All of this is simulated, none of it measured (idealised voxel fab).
The following process module bears the name voxel capacitor over wiring.
Each square cell in cross-section cut measures 5 nm, and the section as a whole is 170 nm wide.
If you're reading a cross-section in this doc, picture square cells in a grid; it comes to you as bands, top ones listed first down to the bottom, and a band can be one or more rows of cells. First you get the band's top height and its bottom height, in nm, and then the materials it's made of, left to right, with each width in nm. If you see a single material with "full width", that one covers the band edge to edge. "blank" is empty space. We count height from 0. Below that, the starting wafer is all one material. The lowest band never ends at the bottom but goes on down; see "0 and below" for how that is written. The width entry "30 to 40" should be interpreted row by row: the top row of cells in the band takes the first number, the bottom row takes the second number, and the change between adjacent rows is uniform throughout. You'll sometimes find "nothing altered" written for a step, and that's the way of saying that nowhere in the cross-section did a cell change during that step. "Enclosed void entries" enumerates empty spaces isolated from the top, with no open way to it, that contain at least 8 cells, giving each as width x height at distance from the left edge, all three in nm. What comes after the settings on a step's line is commentary from the simulator itself on that step. overlay nm: on a step with a mask, how far right of its planned place the mask lay; negative means left.
Steps planned for the process:
step 1: RECEIVE | material Si
step 2: CONFORMAL_DEP | material SiO2 | thk nm 10
step 3: CONFORMAL_DEP | material SiN | thk nm 5
step 4: DIRECTIONAL_DEP | material SiO2 | thk nm 15
step 5: PATTERN | tone open | mask id METAL_1 | material resist | width nm 30 | pitch nm 95 | thk nm 15 | overlay nm 0
step 6: DIRECTIONAL_ETCH | etch materials SiO2 | depth nm 15
step 7: DIRECTIONAL_ETCH | etch materials SiN | depth nm 5
step 8: STRIP | etch materials resist
step 9: CONFORMAL_DEP | material TiN | thk nm 5
step 10: FILL_DEP | material Cu | thk nm 5
step 11: CMP | height nm 30
step 12: CONFORMAL_DEP | material SiCN | thk nm 5
step 13: DIRECTIONAL_DEP | material SiO2 | thk nm 10
step 14: DIRECTIONAL_DEP | material aC | thk nm 10
step 15: PATTERN | tone open | mask id PLUG_1 | material resist | width nm 15 | thk nm 25 | overlay nm 0
step 16: DIRECTIONAL_ETCH | etch materials aC | depth nm 10
step 17: STRIP | etch materials resist
step 18: DIRECTIONAL_ETCH | etch materials SiO2 | depth nm 10
step 19: DIRECTIONAL_ETCH | etch materials SiCN | depth nm 5
step 20: STRIP | etch materials aC
step 21: CONFORMAL_DEP | material TiN | thk nm 5
step 22: FILL_DEP | material Ru | thk nm 5
step 23: CMP | height nm 45
step 24: DIRECTIONAL_DEP | material TiN | thk nm 10
step 25: DIRECTIONAL_DEP | material HfO2 | thk nm 5
step 26: DIRECTIONAL_DEP | material TiN | thk nm 10
step 27: MASKED_ETCH | tone cover | mask id UPPER_PLATE | width nm 70 | etch materials TiN | depth nm 10 | overlay nm 0
step 28: MASKED_ETCH | tone cover | mask id UPPER_PLATE | width nm 70 | etch materials HfO2 | depth nm 5 | overlay nm 0
step 29: DIRECTIONAL_DEP | material aC | thk nm 15
step 30: PATTERN | tone cover | mask id LOWER_PLATE | material resist | width nm 80 | thk nm 30 | overlay nm 0
step 31: DIRECTIONAL_ETCH | etch materials aC | depth nm 15
step 32: STRIP | etch materials resist
step 33: DIRECTIONAL_ETCH | etch materials TiN | depth nm 10
step 34: STRIP | etch materials aC
step 35: FILL_DEP | material SiO2 | thk nm 15
step 36: CMP | height nm 80
step 37: PATTERN | tone open | mask id PLUG_2 | material resist | width nm 15 | thk nm 15 | overlay nm 0
step 38: DIRECTIONAL_ETCH | etch materials SiO2 | depth nm 10
step 39: STRIP | etch materials resist
step 40: CONFORMAL_DEP | material TiN | thk nm 5
step 41: FILL_DEP | material Ru | thk nm 10
step 42: CMP | height nm 80
step 43: CONFORMAL_DEP | material SiCN | thk nm 5
Concerning the first of two wafers, which was run in accordance with the plan:
Incoming wafer, cross-sectional view, post step 1:
- 0 and below | Si full width
- Enclosed void entries: none
The wafer, seen in cross-section, after step 2:
- 10 down to 0 | SiO2 full width
- Below 0, no change.
The wafer, seen in cross-section, after step 3:
- 15 down to 10 | SiN full width
- Below 10, no change.
The wafer, seen in cross-section, after step 4:
- 30 down to 15 | SiO2 full width
- Below 15, no change.
The wafer, seen in cross-section, after step 5:
- 45 down to 30 | 20 resist; 30 blank; 65 resist; 30 blank; 25 resist
- Below 30, no change.
The wafer, seen in cross-section, after step 6:
- 45 down to 30 | 20 resist; 30 blank; 65 resist; 30 blank; 25 resist
- 30 down to 15 | 20 SiO2; 30 blank; 65 SiO2; 30 blank; 25 SiO2
- Below 15, no change.
The wafer, seen in cross-section, after step 7:
- 45 down to 30 | 20 resist; 30 blank; 65 resist; 30 blank; 25 resist
- 30 down to 15 | 20 SiO2; 30 blank; 65 SiO2; 30 blank; 25 SiO2
- 15 down to 10 | 20 SiN; 30 blank; 65 SiN; 30 blank; 25 SiN
- Below 10, no change.
The wafer, seen in cross-section, after step 8:
- 30 down to 15 | 20 SiO2; 30 blank; 65 SiO2; 30 blank; 25 SiO2
- Below 15, no change.
The wafer, seen in cross-section, after step 9:
- 35 down to 30 | 25 TiN; 20 blank; 75 TiN; 20 blank; 30 TiN
- 30 down to 15 | 20 SiO2; 5 TiN; 20 blank; 5 TiN; 65 SiO2; 5 TiN; 20 blank; 5 TiN; 25 SiO2
- 15 down to 10 | 20 SiN; 30 TiN; 65 SiN; 30 TiN; 25 SiN
- Below 10, no change.
The wafer, seen in cross-section, after step 10:
- 40 down to 35 | Cu full width
- 35 down to 30 | 25 TiN; 20 Cu; 75 TiN; 20 Cu; 30 TiN
- 30 down to 15 | 20 SiO2; 5 TiN; 20 Cu; 5 TiN; 65 SiO2; 5 TiN; 20 Cu; 5 TiN; 25 SiO2
- Below 15, no change.
The wafer, seen in cross-section, after step 11:
- 30 down to 15 | 20 SiO2; 5 TiN; 20 Cu; 5 TiN; 65 SiO2; 5 TiN; 20 Cu; 5 TiN; 25 SiO2
- Below 15, no change.
The wafer, seen in cross-section, after step 12:
- 35 down to 30 | SiCN full width
- Below 30, no change.
The wafer, seen in cross-section, after step 13:
- 45 down to 35 | SiO2 full width
- Below 35, no change.
The wafer, seen in cross-section, after step 14:
- 55 down to 45 | aC full width
- Below 45, no change.
The wafer, seen in cross-section, after step 15:
- 80 down to 55 | 35 resist; 15 blank; 120 resist
- Below 55, no change.
The wafer, seen in cross-section, after step 16:
- 70 down to 55 | 35 resist; 15 blank; 120 resist
- 55 down to 45 | 35 aC; 15 blank; 120 aC
- Below 45, no change.
The wafer, seen in cross-section, after step 17:
- 55 down to 45 | 35 aC; 15 blank; 120 aC
- Below 45, no change.
The wafer, seen in cross-section, after step 18:
- 55 down to 45 | 35 aC; 15 blank; 120 aC
- 45 down to 35 | 35 SiO2; 15 blank; 120 SiO2
- Below 35, no change.
The wafer, seen in cross-section, after step 19:
- 55 down to 45 | 35 aC; 15 blank; 120 aC
- 45 down to 35 | 35 SiO2; 15 blank; 120 SiO2
- 35 down to 30 | 35 SiCN; 15 blank; 120 SiCN
- Below 30, no change.
The wafer, seen in cross-section, after step 20:
- 45 down to 35 | 35 SiO2; 15 blank; 120 SiO2
- Below 35, no change.
The wafer, seen in cross-section, after step 21:
- 50 down to 45 | 40 TiN; 5 blank; 125 TiN
- 45 down to 35 | 35 SiO2; 5 TiN; 5 blank; 5 TiN; 120 SiO2
- 35 down to 30 | 35 SiCN; 15 TiN; 120 SiCN
- Below 30, no change.
The wafer, seen in cross-section, after step 22:
- 55 down to 50 | Ru full width
- 50 down to 45 | 40 TiN; 5 Ru; 125 TiN
- 45 down to 35 | 35 SiO2; 5 TiN; 5 Ru; 5 TiN; 120 SiO2
- Below 35, no change.
The wafer, seen in cross-section, after step 23:
- 45 down to 35 | 35 SiO2; 5 TiN; 5 Ru; 5 TiN; 120 SiO2
- Below 35, no change.
The wafer, seen in cross-section, after step 24:
- 55 down to 45 | TiN full width
- Below 45, no change.
The wafer, seen in cross-section, after step 25:
- 60 down to 55 | HfO2 full width
- Below 55, no change.
The wafer, seen in cross-section, after step 26:
- 70 down to 60 | TiN full width
- Below 60, no change.
The wafer, seen in cross-section, after step 27:
- 70 down to 60 | 35 blank; 70 TiN; 65 blank
- Below 60, no change.
The wafer, seen in cross-section, after step 28:
- 70 down to 60 | 35 blank; 70 TiN; 65 blank
- 60 down to 55 | 35 blank; 70 HfO2; 65 blank
- Below 55, no change.
The wafer, seen in cross-section, after step 29:
- 85 down to 70 | 35 blank; 70 aC; 65 blank
- 70 down to 60 | 35 aC; 70 TiN; 65 aC
- 60 down to 55 | 35 aC; 70 HfO2; 65 aC
- Below 55, no change.
The wafer, seen in cross-section, after step 30:
- 115 down to 85 | 30 blank; 80 resist; 60 blank
- 85 down to 70 | 30 blank; 5 resist; 70 aC; 5 resist; 60 blank
- Below 70, no change.
The wafer, seen in cross-section, after step 31:
- 100 down to 85 | 30 blank; 80 resist; 60 blank
- 85 down to 70 | 30 blank; 5 resist; 70 aC; 5 resist; 60 blank
- 70 down to 60 | 30 blank; 5 aC; 70 TiN; 5 aC; 60 blank
- 60 down to 55 | 30 blank; 5 aC; 70 HfO2; 5 aC; 60 blank
- Below 55, no change.
The wafer, seen in cross-section, after step 32:
- 85 down to 70 | 35 blank; 70 aC; 65 blank
- Below 70, no change.
The wafer, seen in cross-section, after step 33:
- 85 down to 70 | 35 blank; 70 aC; 65 blank
- 70 down to 60 | 30 blank; 5 aC; 70 TiN; 5 aC; 60 blank
- 60 down to 55 | 30 blank; 5 aC; 70 HfO2; 5 aC; 60 blank
- 55 down to 45 | 30 blank; 80 TiN; 60 blank
- Below 45, no change.
The wafer, seen in cross-section, after step 34:
- 70 down to 60 | 35 blank; 70 TiN; 65 blank
- 60 down to 55 | 35 blank; 70 HfO2; 65 blank
- Below 55, no change.
The wafer, seen in cross-section, after step 35:
- 85 down to 70 | SiO2 full width
- 70 down to 60 | 35 SiO2; 70 TiN; 65 SiO2
- 60 down to 55 | 35 SiO2; 70 HfO2; 65 SiO2
- 55 down to 45 | 30 SiO2; 80 TiN; 60 SiO2
- Below 45, no change.
The wafer, seen in cross-section, after step 36:
- 80 down to 70 | SiO2 full width
- Below 70, no change.
The wafer, seen in cross-section, after step 37:
- 95 down to 80 | 45 resist; 15 blank; 110 resist
- Below 80, no change.
The wafer, seen in cross-section, after step 38:
- 95 down to 80 | 45 resist; 15 blank; 110 resist
- 80 down to 70 | 45 SiO2; 15 blank; 110 SiO2
- Below 70, no change.
The wafer, seen in cross-section, after step 39:
- 80 down to 70 | 45 SiO2; 15 blank; 110 SiO2
- Below 70, no change.
The wafer, seen in cross-section, after step 40:
- 85 down to 80 | 50 TiN; 5 blank; 115 TiN
- 80 down to 75 | 45 SiO2; 5 TiN; 5 blank; 5 TiN; 110 SiO2
- 75 down to 70 | 45 SiO2; 15 TiN; 110 SiO2
- Below 70, no change.
The wafer, seen in cross-section, after step 41:
- 95 down to 85 | Ru full width
- 85 down to 80 | 50 TiN; 5 Ru; 115 TiN
- 80 down to 75 | 45 SiO2; 5 TiN; 5 Ru; 5 TiN; 110 SiO2
- Below 75, no change.
The wafer, seen in cross-section, after step 42:
- 80 down to 75 | 45 SiO2; 5 TiN; 5 Ru; 5 TiN; 110 SiO2
- Below 75, no change.
The wafer, seen in cross-section, after step 43:
- 85 down to 80 | SiCN full width
- Below 80, no change.
Notes, second wafer: start = first wafer's, plan = first wafer's, execution had one mistake; history identical to first through step 22:
At the planned end of step 23, the second wafer in cross-section:
- 50 down to 45 | 40 TiN; 5 Ru; 125 TiN
- Below 45, no change.
At the planned end of step 24, the second wafer in cross-section:
- 60 down to 50 | TiN full width
- Below 50, no change.
At the planned end of step 25, the second wafer in cross-section:
- 65 down to 60 | HfO2 full width
- Below 60, no change.
At the planned end of step 26, the second wafer in cross-section:
- 75 down to 65 | TiN full width
- Below 65, no change.
At the planned end of step 27, the second wafer in cross-section:
- 75 down to 65 | 35 blank; 70 TiN; 65 blank
- Below 65, no change.
At the planned end of step 28, the second wafer in cross-section:
- 75 down to 65 | 35 blank; 70 TiN; 65 blank
- 65 down to 60 | 35 blank; 70 HfO2; 65 blank
- Below 60, no change.
At the planned end of step 29, the second wafer in cross-section:
- 90 down to 75 | 35 blank; 70 aC; 65 blank
- 75 down to 65 | 35 aC; 70 TiN; 65 aC
- 65 down to 60 | 35 aC; 70 HfO2; 65 aC
- Below 60, no change.
At the planned end of step 30, the second wafer in cross-section:
- 120 down to 90 | 30 blank; 80 resist; 60 blank
- 90 down to 75 | 30 blank; 5 resist; 70 aC; 5 resist; 60 blank
- Below 75, no change.
At the planned end of step 31, the second wafer in cross-section:
- 105 down to 90 | 30 blank; 80 resist; 60 blank
- 90 down to 75 | 30 blank; 5 resist; 70 aC; 5 resist; 60 blank
- 75 down to 65 | 30 blank; 5 aC; 70 TiN; 5 aC; 60 blank
- 65 down to 60 | 30 blank; 5 aC; 70 HfO2; 5 aC; 60 blank
- Below 60, no change.
At the planned end of step 32, the second wafer in cross-section:
- 90 down to 75 | 35 blank; 70 aC; 65 blank
- Below 75, no change.
At the planned end of step 33, the second wafer in cross-section:
- 90 down to 75 | 35 blank; 70 aC; 65 blank
- 75 down to 65 | 30 blank; 5 aC; 70 TiN; 5 aC; 60 blank
- 65 down to 60 | 30 blank; 5 aC; 70 HfO2; 5 aC; 60 blank
- 60 down to 50 | 30 blank; 80 TiN; 60 blank
- Below 50, no change.
At the planned end of step 34, the second wafer in cross-section:
- 75 down to 65 | 35 blank; 70 TiN; 65 blank
- 65 down to 60 | 35 blank; 70 HfO2; 65 blank
- Below 60, no change.
At the planned end of step 35, the second wafer in cross-section:
- 90 down to 75 | SiO2 full width
- 75 down to 65 | 35 SiO2; 70 TiN; 65 SiO2
- 65 down to 60 | 35 SiO2; 70 HfO2; 65 SiO2
- 60 down to 50 | 30 SiO2; 80 TiN; 60 SiO2
- Below 50, no change.
At the planned end of step 36, the second wafer in cross-section:
- 80 down to 75 | SiO2 full width
- Below 75, no change.
At the planned end of step 37, the second wafer in cross-section:
- 95 down to 80 | 45 resist; 15 blank; 110 resist
- Below 80, no change.
At the planned end of step 38, the second wafer in cross-section:
- 95 down to 80 | 45 resist; 15 blank; 110 resist
- 80 down to 75 | 45 SiO2; 15 blank; 110 SiO2
- Below 75, no change.
At the planned end of step 39, the second wafer in cross-section:
- 80 down to 75 | 45 SiO2; 15 blank; 110 SiO2
- Below 75, no change.
At the planned end of step 40, the second wafer in cross-section:
- 85 down to 80 | 50 TiN; 5 blank; 115 TiN
- 80 down to 75 | 45 SiO2; 15 TiN; 110 SiO2
- Below 75, no change.
At the planned end of step 41, the second wafer in cross-section:
- 95 down to 85 | Ru full width
- 85 down to 80 | 50 TiN; 5 Ru; 115 TiN
- Below 80, no change.
At the planned end of step 42, the second wafer in cross-section:
- 80 down to 75 | 45 SiO2; 15 TiN; 110 SiO2
- Below 75, no change.
At the planned end of step 43, the second wafer in cross-section:
- 85 down to 80 | SiCN full width
- Below 80, no change.
Against the plan, the run slipped here: step 23: run off-plan, actual operation and settings CMP | height nm 50
Counted in cells at the end, the second wafer holds more or fewer of these materials than the first: SiO2 -31 | TiN +31
